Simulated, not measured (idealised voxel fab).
Module name: voxel trench capacitor (process module)
For reference, the cross-section in this document is cut, with width 280 nm and square cells of 5 nm.
Notation: cross-section as square-cell grid; stated in bands, top first, going down; one or more cell rows per band. The band entry comprises the height of the band's top followed by the height of its bottom, expressed in nm, and subsequently the band's materials from left to right, each stated together with its width in nm. Where a single material is marked with the word "full width", that material fills the band from edge to edge. The word "air" represents empty space. Basically, 0 is our baseline, since under it the wafer straight out of the box is all one material. The bottom band has no lower end and keeps on going down, so it looks like "0 -> down". The expression "30..40" gives the width at the extremes of the band, the first number at its top row of cells and the second at its bottom row, with the width changing by equal amounts from each row to the next in between. Step note "no change" = no cross-section cell changed. This entry, "Sealed void inventory", enumerates those empty regions of no fewer than 8 cells that possess no open connection to the top. Each region is reported in the form width x height at distance, the distance being taken from the left edge, with all three quantities expressed in nm. Past the settings on a step's line: simulator remark, on that step. Among the settings permitted on a step's line is "overlay nm"; applied to a step with a mask, it specifies the extent to which the mask lay to the right of its planned position, whereas a negative figure signifies a position to the left.
**Steps in the process plan**
1 op RECEIVE | material Si
2 op CONFORMAL_DEP | material SiN | thk nm 10
3 op PATTERN | tone open | mask id TRENCH | material resist | width nm 25 | pitch nm 45 | thk nm 15 | overlay nm 0
4 op DIRECTIONAL_ETCH | etch materials SiN | depth nm 10
5 op DIRECTIONAL_ETCH | etch materials Si | depth nm 35
6 op STRIP | etch materials resist
7 op CONFORMAL_DEP | material Al2O3 | thk nm 5
8 op FILL_DEP | material polySi | thk nm 10
9 op CMP | height nm 10
**This is the cross-section of the wafer as we received it, i.e. after step 1**
> 0 -> down: Si full width
> Sealed void inventory: none
**Here's the cross-section of the first of our two wafers at the end of the module - it ran as planned**
> 10 -> 0: SiN=60  Al2O3=5  polySi=15  Al2O3=5  SiN=20  Al2O3=5  polySi=15  Al2O3=5  SiN=20  Al2O3=5  polySi=15  Al2O3=5  SiN=20  Al2O3=5  polySi=15  Al2O3=5  SiN=60
> 0 -> -30: Si=60  Al2O3=5  polySi=15  Al2O3=5  Si=20  Al2O3=5  polySi=15  Al2O3=5  Si=20  Al2O3=5  polySi=15  Al2O3=5  Si=20  Al2O3=5  polySi=15  Al2O3=5  Si=60
> -30 -> -35: Si=60  Al2O3=25  Si=20  Al2O3=25  Si=20  Al2O3=25  Si=20  Al2O3=25  Si=60
> -35 -> down: Si full width
> Sealed void inventory: none
**Second of two wafers, module complete, sectioned: it shares the first wafer's start and plan but was run with one mistake**
> 10 -> 0: SiN=60  Al2O3=5  polySi=15  Al2O3=5  SiN=20  Al2O3=5  polySi=15  Al2O3=5  SiN=20  Al2O3=5  polySi=15  Al2O3=5  SiN=20  Al2O3=5  polySi=15  Al2O3=5  SiN=60
> 0 -> -65: Si=60  Al2O3=5  polySi=15  Al2O3=5  Si=20  Al2O3=5  polySi=15  Al2O3=5  Si=20  Al2O3=5  polySi=15  Al2O3=5  Si=20  Al2O3=5  polySi=15  Al2O3=5  Si=60
> -65 -> -70: Si=60  Al2O3=25  Si=20  Al2O3=25  Si=20  Al2O3=25  Si=20  Al2O3=25  Si=60
> -70 -> down: Si full width
> Sealed void inventory: none
Against the plan, the run slipped here: it should be noted that step 5 of the plan was executed twice
Final wafer comparison in cells, second versus first, more or fewer per material: 56 more of Al2O3, 140 fewer of Si, 84 more of polySi
